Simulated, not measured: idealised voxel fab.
The following process module bears the name voxel capacitor over wiring.
For reference, the cross-section in this document is cut, with width 280 nm and square cells of 5 nm.
Throughout this document, each cross-section is represented as a grid of square cells and is presented as a sequence of bands enumerated from the top downward, where a band comprises one or more rows of cells. This entry defines a band. It first specifies the height of the band's top and the height of its bottom in nm, and then specifies the band's materials from left to right, stating each material with its width in nm. The word "full width" identifies a single material that fills the band from edge to edge, while the word "empty" identifies empty space. Height reference: 0 = level under which incoming wafer is all one material. Lowest band: no bottom, runs on downward, e.g. "0 and below". The notation "30..40" denotes a width that varies across the rows of cells in the band, beginning at the first number in the top row, finishing at the second number in the bottom row, and changing by an identical amount from each row to the next. It should be understood that the words "left unchanged", when stated for a given step, signify that the cross-section underwent no change in any of its cells during that step. Under "Entrapped voids" you'll find the enclosed gaps, the ones with no way out to the top, that are 8 cells or bigger; each reads width x height at distance, with distance counted from the left edge, everything in nm. Past the settings on a step's line: simulator remark, on that step. On any step carrying a mask, the "overlay nm" setting, if present on the step's line, tells how far right of its planned place the mask lay; negative values point to the left.
This section lists the process steps that were planned
1. RECEIVE (material Si)
2. CONFORMAL_DEP (material SiO2; thk nm 10)
3. DIRECTIONAL_DEP (material TiN; thk nm 5)
4. DIRECTIONAL_DEP (material W; thk nm 20)
5. PATTERN (tone cover; mask id METAL_1; material resist; width nm 20; pitch nm 75; thk nm 15; overlay nm 0)
6. DIRECTIONAL_ETCH (etch materials W; depth nm 20)
7. DIRECTIONAL_ETCH (etch materials TiN; depth nm 5)
8. STRIP (etch materials resist)
9. FILL_DEP (material lowk; thk nm 5)
10. CMP (height nm 35)
11. CONFORMAL_DEP (material SiCN; thk nm 5)
12. DIRECTIONAL_DEP (material SiO2; thk nm 20)
13. DIRECTIONAL_DEP (material aC; thk nm 15)
14. PATTERN (tone open; mask id PLUG_1; material resist; width nm 15; thk nm 35; overlay nm 0)
15. DIRECTIONAL_ETCH (etch materials aC; depth nm 15)
16. STRIP (etch materials resist)
17. DIRECTIONAL_ETCH (etch materials SiO2; depth nm 20)
18. DIRECTIONAL_ETCH (etch materials SiCN; depth nm 5)
19. STRIP (etch materials aC)
20. EPI (material Ru; thk nm 10)
21. EPI (material Ru; thk nm 10)
22. EPI (material Ru; thk nm 5)
23. DIRECTIONAL_DEP (material TiN; thk nm 5)
24. DIRECTIONAL_DEP (material SiN; thk nm 5)
25. DIRECTIONAL_DEP (material TiN; thk nm 5)
26. PATTERN (tone cover; mask id UPPER_PLATE; material resist; width nm 60; thk nm 20; overlay nm 0)
27. DIRECTIONAL_ETCH (etch materials TiN; depth nm 5)
28. DIRECTIONAL_ETCH (etch materials SiN; depth nm 5)
29. STRIP (etch materials resist)
30. MASKED_ETCH (tone cover; mask id LOWER_PLATE; width nm 70; etch materials TiN; depth nm 5; overlay nm 0)
31. FILL_DEP (material SiO2; thk nm 15)
32. CMP (height nm 85)
33. MASKED_ETCH (tone open; mask id PLUG_2; width nm 15; etch materials SiO2; depth nm 10; overlay nm 0)
34. CONFORMAL_DEP (material TiN; thk nm 5)
35. FILL_DEP (material Cu; thk nm 5)
36. CMP (height nm 85)
37. CONFORMAL_DEP (material SiCN; thk nm 5)
Cross-sectional view of the wafer in its as-received condition, corresponding to the state after step 1
	0 and below = Si full width
	Entrapped voids: none
End-of-module cross-section. Starting structure and process plan as above; one mistake made in running it
	90 down to 85 = SiCN full width
	85 down to 75 = SiO2 (95..90), TiN (60..70), SiO2 (125..120)
	75 down to 70 = TiN full width
	70 down to 65 = SiN full width
	65 down to 60 = TiN full width
	60 down to 40 = SiO2 (95), Ru (15), SiO2 (170)
	40 down to 35 = SiCN (95), Ru (15), SiCN (170)
	35 down to 15 = lowk (90), W (20), lowk (55), W (20), lowk (95)
	15 down to 10 = lowk (90), TiN (20), lowk (55), TiN (20), lowk (95)
	10 down to 0 = SiO2 full width
	0 and below = Si full width
	Entrapped voids: none
Where did the run depart from the plan? step 25 ran as: DIRECTIONAL_DEP (material TiN; thk nm 15)
